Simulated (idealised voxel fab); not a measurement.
process module | voxel capacitor over wiring
Shown is cross-section cut, with a width of 160 nm and square cells of size 5 nm.
A cross-section in this document is a grid of square cells, and it is written down as bands, the top band listed before the ones below it; a band is made up of one or more rows of cells. In this notation a band is specified by the heights of its top and bottom, in that order and in nm, after which its materials appear from left to right, each paired with its width in nm. The word "all across" attached to a single material means that material fills the band from edge to edge; the word "air" stands for empty space. The level at which height equals 0 is the one under which the wafer, as it arrives, is entirely one material. No lower edge exists for the bottom band, which continues downward and is notated as in "z 0 and below". Width spec "30->40" -> top row of cells at first value, bottom row at second value, equal per-row change in between. No cell of the cross-section changed in a step that is given as "remained unchanged". What "Closed empty spaces" gives you is every empty space of 8 cells or more that is cut off from the top. Each appears as width x height at distance, with the distance taken from the left edge and width, height and distance all in nm. That trailing text on a step's line, after the settings, is the simulator's own remark on the step. When a step includes a mask, the "overlay nm" setting on its line states how far to the right of its planned place that mask lay, and negative values state how far to the left.
[Below is the list of planned process steps]
| 1 | RECEIVE | material Si |
| 2 | CONFORMAL_DEP | material SiO2 | thk nm 10 |
| 3 | DIRECTIONAL_DEP | material TiN | thk nm 5 |
| 4 | DIRECTIONAL_DEP | material Ru | thk nm 15 |
| 5 | PATTERN | tone cover | mask id METAL_1 | material resist | width nm 25 | pitch nm 95 | thk nm 20 | overlay nm 0 |
| 6 | DIRECTIONAL_ETCH | etch materials Ru | depth nm 15 |
| 7 | DIRECTIONAL_ETCH | etch materials TiN | depth nm 5 |
| 8 | STRIP | etch materials resist |
| 9 | CONFORMAL_DEP | material SiCN | thk nm 5 |
| 10 | FILL_DEP | material SiO2 | thk nm 5 |
| 11 | CMP | height nm 30 |
| 12 | CONFORMAL_DEP | material SiCN | thk nm 5 |
| 13 | DIRECTIONAL_DEP | material SiO2 | thk nm 15 |
| 14 | DIRECTIONAL_DEP | material aC | thk nm 10 |
| 15 | PATTERN | tone open | mask id PLUG_1 | material resist | width nm 15 | thk nm 25 | overlay nm 0 |
| 16 | DIRECTIONAL_ETCH | etch materials aC | depth nm 10 |
| 17 | STRIP | etch materials resist |
| 18 | DIRECTIONAL_ETCH | etch materials SiO2 | depth nm 15 |
| 19 | DIRECTIONAL_ETCH | etch materials SiCN | depth nm 5 |
| 20 | STRIP | etch materials aC |
| 21 | CONFORMAL_DEP | material TiN | thk nm 5 |
| 22 | FILL_DEP | material Cu | thk nm 5 |
| 23 | CMP | height nm 50 |
| 24 | DIRECTIONAL_DEP | material TiN | thk nm 10 |
| 25 | DIRECTIONAL_DEP | material HfO2 | thk nm 5 |
| 26 | DIRECTIONAL_DEP | material TiN | thk nm 10 |
| 27 | DIRECTIONAL_DEP | material aC | thk nm 10 |
| 28 | PATTERN | tone cover | mask id UPPER_PLATE | material resist | width nm 75 | thk nm 30 | overlay nm 0 |
| 29 | DIRECTIONAL_ETCH | etch materials aC | depth nm 10 |
| 30 | STRIP | etch materials resist |
| 31 | DIRECTIONAL_ETCH | etch materials TiN | depth nm 10 |
| 32 | DIRECTIONAL_ETCH | etch materials HfO2 | depth nm 5 |
| 33 | STRIP | etch materials aC |
| 34 | DIRECTIONAL_DEP | material aC | thk nm 10 |
| 35 | PATTERN | tone cover | mask id LOWER_PLATE | material resist | width nm 85 | thk nm 25 | overlay nm 0 |
| 36 | DIRECTIONAL_ETCH | etch materials aC | depth nm 10 |
| 37 | STRIP | etch materials resist |
| 38 | DIRECTIONAL_ETCH | etch materials TiN | depth nm 10 |
| 39 | STRIP | etch materials aC |
| 40 | FILL_DEP | material SiO2 | thk nm 20 |
| 41 | CMP | height nm 90 |
| 42 | MASKED_ETCH | tone open | mask id PLUG_2 | width nm 15 | etch materials SiO2 | depth nm 15 | overlay nm 0 |
| 43 | CONFORMAL_DEP | material TiN | thk nm 5 |
| 44 | FILL_DEP | material Cu | thk nm 5 |
| 45 | CMP | height nm 90 |
| 46 | CONFORMAL_DEP | material SiN | thk nm 5 |
[Shown in cross-section is the wafer as received, that is, as it stands after step 1]
z 0 and below  Si all across
Closed empty spaces: none
[What the wafer looks like in cross-section after this module, when it starts as shown above and follows the plan above but one mistake is made in running it]
z 95 to 90  SiN all across
z 90 to 80  SiO2=40; TiN=5; Cu=5; TiN=5; SiO2=105
z 80 to 75  SiO2=40; TiN=15; SiO2=105
z 75 to 65  SiO2=35; TiN=70; SiO2=55
z 65 to 60  SiO2=35; HfO2=70; SiO2=55
z 60 to 50  SiO2=25; TiN=85; SiO2=50
z 50 to 35  SiO2=30; TiN=5; Cu=5; TiN=5; SiO2=115
z 35 to 30  SiCN=30; TiN=15; SiCN=115
z 30 to 15  SiO2=15; SiCN=5; Ru=25; SiCN=5; SiO2=60; SiCN=5; Ru=25; SiCN=5; SiO2=15
z 15 to 10  SiCN=20; TiN=25; SiCN=70; TiN=25; SiCN=20
z 10 to 0  SiO2 all across
z 0 and below  Si all across
Closed empty spaces: none
What broke from the plan during processing? step 28, actual vs plan mismatch, actual run PATTERN | tone cover | mask id UPPER_PLATE | material resist | width nm 70 | thk nm 30 | overlay nm 0
